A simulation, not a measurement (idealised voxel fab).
The following is a process module called voxel wiring stack.
It is cross-section cut that appears here, measuring 230 nm in width, its square cells being 5 nm in size.
Heads up, the way a cross-section reads in here is a grid of square cells, handed over as bands from the top down, with every band being one or more rows of cells.
The entry gives the band's vertical extent as a top height and a bottom height in nm, then its horizontal make-up as materials from left to right, each with a width in nm. "blank" stands for empty space; a single material marked "full width" fills the band edge to edge.
Heights are expressed relative to 0, this being the level below which the as-received wafer comprises one material exclusively. The lowest band is unbounded in the downward direction and is denoted as in "0..down".
Width spec "30..40" -> top row of cells at first value, bottom row at second value, equal per-row change in between.
You'll sometimes find "no alterations made" written for a step, and that's the way of saying that nowhere in the cross-section did a cell change during that step.
The label "Sealed void listing" introduces a list of the empty spaces, 8 cells or larger, that have no open way up to the top; each entry in it reads width x height at distance, where the distance is taken from the left edge and all three are stated in nm.
Formally, on a step line, whatever follows the settings is a remark that the simulator itself makes on the step.
The line of a step may include "overlay nm". On a step with a mask, this value is how far to the right of its planned place the mask lay. A negative value means the mask lay to the left.

Process steps (planned):
1 RECEIVE,material Si
2 CONFORMAL_DEP,material SiO2,thk nm 10
3 CONFORMAL_DEP,material SiCN,thk nm 5
4 DIRECTIONAL_DEP,material SiO2,thk nm 15
5 MASKED_ETCH,tone open,mask id METAL_1,width nm 20,pitch nm 35,etch materials SiO2,depth nm 15,overlay nm 0
6 MASKED_ETCH,tone open,mask id METAL_1,width nm 20,pitch nm 35,etch materials SiCN,depth nm 5,overlay nm 0
7 CONFORMAL_DEP,material TiN,thk nm 5
8 FILL_DEP,material W,thk nm 5
9 CMP,height nm 30
10 EPI,material Ru,thk nm 5
11 FILL_DEP,material SiCN,thk nm 5
12 DIRECTIONAL_DEP,material lowk,thk nm 20
13 MASKED_ETCH,tone open,mask id PLUG_1,width nm 15,pitch nm 35,etch materials lowk,depth nm 20,overlay nm 0
14 MASKED_ETCH,tone open,mask id PLUG_1,width nm 15,pitch nm 35,etch materials SiCN,depth nm 5,overlay nm 0
15 CONFORMAL_DEP,material TiN,thk nm 5
16 FILL_DEP,material Cu,thk nm 10
17 CMP,height nm 60
18 DIRECTIONAL_DEP,material TiN,thk nm 5
19 DIRECTIONAL_DEP,material W,thk nm 20
20 PATTERN,tone cover,mask id METAL_2,material resist,width nm 20,pitch nm 35,thk nm 15,overlay nm 0
21 DIRECTIONAL_ETCH,etch materials W,depth nm 20
22 DIRECTIONAL_ETCH,etch materials TiN,depth nm 5
23 STRIP,etch materials resist
24 FILL_DEP,material lowk,thk nm 10
25 CMP,height nm 85
26 CONFORMAL_DEP,material SiCN,thk nm 5
27 DIRECTIONAL_DEP,material SiO2,thk nm 30
28 DIRECTIONAL_DEP,material aC,thk nm 10
29 PATTERN,tone open,mask id METAL_3_HOLES,material resist,width nm 15,pitch nm 70,thk nm 25,overlay nm 0
30 DIRECTIONAL_ETCH,etch materials aC,depth nm 10
31 STRIP,etch materials resist
32 DIRECTIONAL_ETCH,etch materials SiO2,depth nm 30
33 STRIP,etch materials aC
34 PATTERN,tone open,mask id METAL_3,material resist,width nm 20,pitch nm 35,thk nm 20,overlay nm 0
35 DIRECTIONAL_ETCH,etch materials SiO2,depth nm 15
36 DIRECTIONAL_ETCH,etch materials SiCN,depth nm 5
37 STRIP,etch materials resist
38 CONFORMAL_DEP,material TiN,thk nm 5
39 FILL_DEP,material Cu,thk nm 5
40 CMP,height nm 120
41 CONFORMAL_DEP,material SiCN,thk nm 5
It is noted that the wafers described herein are identical at the outset and are distinguished by the thk nm of step 15; the value stated in the plan corresponds to the first wafer.

Cut through the first of several wafers as received, post step 1:
0..down = Si full width
Sealed void listing: none

Module finished, last step 41 done: cross-section of the first of several wafers:
125..120 = SiCN full width
120..110 = SiO2: 50 / TiN: 5 / Cu: 10 / TiN: 5 / SiO2: 15 / TiN: 5 / Cu: 10 / TiN: 5 / SiO2: 15 / TiN: 5 / Cu: 10 / TiN: 5 / SiO2: 15 / TiN: 5 / Cu: 10 / TiN: 5 / SiO2: 55
110..105 = SiO2: 50 / TiN: 5 / Cu: 5 / TiN: 10 / SiO2: 15 / TiN: 20 / SiO2: 15 / TiN: 5 / Cu: 5 / TiN: 10 / SiO2: 15 / TiN: 20 / SiO2: 55
105..90 = SiO2: 50 / TiN: 5 / Cu: 5 / TiN: 5 / SiO2: 55 / TiN: 5 / Cu: 5 / TiN: 5 / SiO2: 95
90..85 = SiCN: 50 / TiN: 15 / SiCN: 55 / TiN: 15 / SiCN: 95
85..65 = lowk: 50 / W: 20 / lowk: 15 / W: 20 / lowk: 15 / W: 20 / lowk: 15 / W: 20 / lowk: 55
65..60 = lowk: 50 / TiN: 20 / lowk: 15 / TiN: 20 / lowk: 15 / TiN: 20 / lowk: 15 / TiN: 20 / lowk: 55
60..40 = lowk: 50 / TiN: 5 / Cu: 5 / TiN: 5 / lowk: 20 / TiN: 5 / Cu: 5 / TiN: 5 / lowk: 20 / TiN: 5 / Cu: 5 / TiN: 5 / lowk: 20 / TiN: 5 / Cu: 5 / TiN: 5 / lowk: 60
40..35 = SiCN: 50 / TiN: 15 / SiCN: 20 / TiN: 15 / SiCN: 20 / TiN: 15 / SiCN: 20 / TiN: 15 / SiCN: 60
35..30 = SiCN: 45 / Ru: 30 / SiCN: 5 / Ru: 30 / SiCN: 5 / Ru: 30 / SiCN: 5 / Ru: 30 / SiCN: 50
30..15 = SiO2: 50 / TiN: 5 / W: 10 / TiN: 5 / SiO2: 15 / TiN: 5 / W: 10 / TiN: 5 / SiO2: 15 / TiN: 5 / W: 10 / TiN: 5 / SiO2: 15 / TiN: 5 / W: 10 / TiN: 5 / SiO2: 55
15..10 = SiCN: 50 / TiN: 20 / SiCN: 15 / TiN: 20 / SiCN: 15 / TiN: 20 / SiCN: 15 / TiN: 20 / SiCN: 55
10..0 = SiO2 full width
0..down = Si full width
Sealed void listing: none

So this is the cross-section on the last wafer at the end of the module:
125..120 = SiCN full width
120..110 = SiO2: 50 / TiN: 5 / Cu: 10 / TiN: 5 / SiO2: 15 / TiN: 5 / Cu: 10 / TiN: 5 / SiO2: 15 / TiN: 5 / Cu: 10 / TiN: 5 / SiO2: 15 / TiN: 5 / Cu: 10 / TiN: 5 / SiO2: 55
110..105 = SiO2: 50 / TiN: 5 / Cu: 5 / TiN: 10 / SiO2: 15 / TiN: 20 / SiO2: 15 / TiN: 5 / Cu: 5 / TiN: 10 / SiO2: 15 / TiN: 20 / SiO2: 55
105..90 = SiO2: 50 / TiN: 5 / Cu: 5 / TiN: 5 / SiO2: 55 / TiN: 5 / Cu: 5 / TiN: 5 / SiO2: 95
90..85 = SiCN: 50 / TiN: 15 / SiCN: 55 / TiN: 15 / SiCN: 95
85..65 = lowk: 50 / W: 20 / lowk: 15 / W: 20 / lowk: 15 / W: 20 / lowk: 15 / W: 20 / lowk: 55
65..60 = lowk: 50 / TiN: 20 / lowk: 15 / TiN: 20 / lowk: 15 / TiN: 20 / lowk: 15 / TiN: 20 / lowk: 55
60..40 = lowk: 50 / TiN: 15 / lowk: 20 / TiN: 15 / lowk: 20 / TiN: 15 / lowk: 20 / TiN: 15 / lowk: 60
40..35 = SiCN: 50 / TiN: 15 / SiCN: 20 / TiN: 15 / SiCN: 20 / TiN: 15 / SiCN: 20 / TiN: 15 / SiCN: 60
35..30 = SiCN: 45 / Ru: 30 / SiCN: 5 / Ru: 30 / SiCN: 5 / Ru: 30 / SiCN: 5 / Ru: 30 / SiCN: 50
30..15 = SiO2: 50 / TiN: 5 / W: 10 / TiN: 5 / SiO2: 15 / TiN: 5 / W: 10 / TiN: 5 / SiO2: 15 / TiN: 5 / W: 10 / TiN: 5 / SiO2: 15 / TiN: 5 / W: 10 / TiN: 5 / SiO2: 55
15..10 = SiCN: 50 / TiN: 20 / SiCN: 15 / TiN: 20 / SiCN: 15 / TiN: 20 / SiCN: 15 / TiN: 20 / SiCN: 55
10..0 = SiO2 full width
0..down = Si full width
Sealed void listing: none

Rows = wafers. At module end, each row lists per material the cells gained (+) or lost (-) since the wafer was received, then the closed voids:
thk nm 5; +40 Cu; +24 Ru; +172 SiCN; +392 SiO2; +148 TiN; +88 W; +286 lowk; Sealed void listing: none
thk nm 10; +24 Cu; +24 Ru; +172 SiCN; +392 SiO2; +164 TiN; +88 W; +286 lowk; Sealed void listing: none
thk nm 15; +24 Cu; +24 Ru; +172 SiCN; +392 SiO2; +164 TiN; +88 W; +286 lowk; Sealed void listing: none
thk nm 20; +24 Cu; +24 Ru; +172 SiCN; +392 SiO2; +164 TiN; +88 W; +286 lowk; Sealed void listing: none
